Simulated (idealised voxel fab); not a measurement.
Proc. module: voxel released beams
The figure presents cross-section cut, which has a width of 270 nm and is divided into square cells with an edge length of 5 nm.
A cross-section in this document is a grid of square cells, and it is written down as bands, the top band listed before the ones below it; a band is made up of one or more rows of cells. In this notation a band is specified by the heights of its top and bottom, in that order and in nm, after which its materials appear from left to right, each paired with its width in nm. The word "throughout" attached to a single material means that material fills the band from edge to edge; the word "air" stands for empty space. Height reference: 0 = level under which incoming wafer is all one material. Lowest band: no bottom, runs on downward, e.g. "0 and below". Width: "30 to 40" (first number = top row, second number = bottom row, same change from row to row of cells). Basically "no change" means that step didn't change any cell in the cross-section. Look at "Fully enclosed voids" for the closed voids: empty spaces with no open path to the top, sized 8 cells or up. Each is width x height at distance, distance from the left edge, all nm. What comes after the settings on a step's line is commentary from the simulator itself on that step. overlay nm: for a step with a mask, the amount by which the mask lay right of where it was planned; a negative amount means left of it.

Planned step list for the process
| 1 | RECEIVE: material Si |
| 2 | CONFORMAL_DEP: material Al2O3, thk nm 10 |
| 3 | DIRECTIONAL_DEP: material SiO2, thk nm 10 |
| 4 | PATTERN: tone open, mask id ANCHOR, material resist, width nm 40, thk nm 20, overlay nm 0 |
| 5 | DIRECTIONAL_ETCH: etch materials SiO2, depth nm 10 |
| 6 | STRIP: etch materials resist |
| 7 | CONFORMAL_DEP: material SiN, thk nm 15 |
| 8 | DIRECTIONAL_DEP: material aC, thk nm 15 |
| 9 | PATTERN: tone cover, mask id BEAM, material resist, width nm 110, thk nm 35, overlay nm 0 |
| 10 | DIRECTIONAL_ETCH: etch materials aC, depth nm 15 |
| 11 | STRIP: etch materials resist |
| 12 | DIRECTIONAL_ETCH: etch materials SiN, depth nm 15 |
| 13 | STRIP: etch materials aC |
| 14 | STRIP: etch materials SiO2 |

Incoming wafer, cross-sectional view, post step 1
0 and below | Si throughout
Fully enclosed voids: none

End-of-module cross-section of the first of two wafers, processed as planned
35 down to 25 | air=75; SiN=20; air=10; SiN=80; air=85
25 down to 20 | air=75; SiN=110; air=85
20 down to 10 | air=80; SiN=40; air=150
10 down to 0 | Al2O3 throughout
0 and below | Si throughout
Fully enclosed voids: none

Same start, same plan as the first wafer - but one mistake in the run. Cross-section of the second of the two at the end of the module
50 down to 35 | air=75; SiN=110; air=85
35 down to 20 | SiN throughout
20 down to 10 | SiO2=80; SiN=40; SiO2=150
10 down to 0 | Al2O3 throughout
0 and below | Si throughout
Fully enclosed voids: none
The mistake made against the process plan was this: step 7 of the plan was twice carried out
FYI, end of process, the second wafer has more or fewer cells of some materials than the first: SiN +166 | SiO2 +92
